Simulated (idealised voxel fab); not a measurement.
voxel plated lines: a process module
The figure presents cross-section cut, which has a width of 235 nm and is divided into square cells with an edge length of 5 nm.
Bands, listed from the top down, are how a cross-section gets written in this document; the cross-section itself is a grid of square cells, and a band is one or more rows of them. In this notation a band is specified by the heights of its top and bottom, in that order and in nm, after which its materials appear from left to right, each paired with its width in nm. The word "throughout" attached to a single material means that material fills the band from edge to edge; the word "blank" stands for empty space. Zero point of the height axis is 0; under it, received wafer = one material. Lowest band: continues down indefinitely, "0..down". The notation "30 to 40" denotes a width that varies across the rows of cells in the band, beginning at the first number in the top row, finishing at the second number in the bottom row, and changing by an identical amount from each row to the next. Step note "no alterations made" = no cross-section cell changed. Entry "Listed closed voids" = empty spaces >= 8 cells with no open way to the top; each as width x height at distance, distance from left edge, all nm. It should be noted that, on the line of a given step, the content following the step's settings is a remark produced by the simulator itself with respect to that step. What "overlay nm" on a step's line means: if the step has a mask, that mask lay this far to the right of its planned place, or, when the value is negative, to the left.

THIS SECTION LISTS THE PROCESS STEPS THAT WERE PLANNED
1) RECEIVE: material Si
2) CONFORMAL_DEP: material SiO2, thk nm 15
3) DIRECTIONAL_DEP: material TiN, thk nm 5
4) PATTERN: tone open, mask id LINES, material resist, width nm 25, pitch nm 45, thk nm 20, overlay nm 0
5) EPI: material Ru, thk nm 10
6) STRIP: etch materials resist
7) DIRECTIONAL_ETCH: etch materials TiN, depth nm 5
8) CONFORMAL_DEP: material SiO2, thk nm 5

CROSS-SECTION OF THE WAFER AS IT CAME TO US, I.E., ALREADY THROUGH STEP 1
	0..down: Si throughout
	Listed closed voids: none

LOOKING AT THE FIRST OF TWO WAFERS IN CROSS-SECTION AT END OF MODULE - RAN TO PLAN
	35..30: blank 55 nm, then SiO2 35 nm, then blank 10 nm, then SiO2 35 nm, then blank 10 nm, then SiO2 35 nm, then blank 55 nm
	30..20: blank 55 nm, then SiO2 5 nm, then Ru 25 nm, then SiO2 5 nm, then blank 10 nm, then SiO2 5 nm, then Ru 25 nm, then SiO2 5 nm, then blank 10 nm, then SiO2 5 nm, then Ru 25 nm, then SiO2 5 nm, then blank 55 nm
	20..15: SiO2 60 nm, then TiN 25 nm, then SiO2 20 nm, then TiN 25 nm, then SiO2 20 nm, then TiN 25 nm, then SiO2 60 nm
	15..0: SiO2 throughout
	0..down: Si throughout
	Listed closed voids: none

SECOND WAFER THROUGH THE MODULE, SECTIONED AT THE END: SAME BEGINNING AND SAME PLAN AS THE FIRST WAFER, WITH ONE MISTAKE IN CARRYING IT OUT
	35..30: SiO2 65 nm, then blank 15 nm, then SiO2 30 nm, then blank 15 nm, then SiO2 30 nm, then blank 15 nm, then SiO2 65 nm
	30..20: Ru 60 nm, then SiO2 5 nm, then blank 15 nm, then SiO2 5 nm, then Ru 20 nm, then SiO2 5 nm, then blank 15 nm, then SiO2 5 nm, then Ru 20 nm, then SiO2 5 nm, then blank 15 nm, then SiO2 5 nm, then Ru 60 nm
	20..15: TiN 60 nm, then SiO2 25 nm, then TiN 20 nm, then SiO2 25 nm, then TiN 20 nm, then SiO2 25 nm, then TiN 60 nm
	15..0: SiO2 throughout
	0..down: Si throughout
	Listed closed voids: none
It is concluded that the wafer was processed incorrectly with respect to the plan, in that step 4 was run on a setting that differed from the plan, and what really ran there is PATTERN: tone cover, mask id LINES, material resist, width nm 25, pitch nm 45, thk nm 20, overlay nm 0
Bottom line after processing is that, in cells, the second wafer is up or down on some materials versus the first: Ru: 34 more; TiN: 17 more
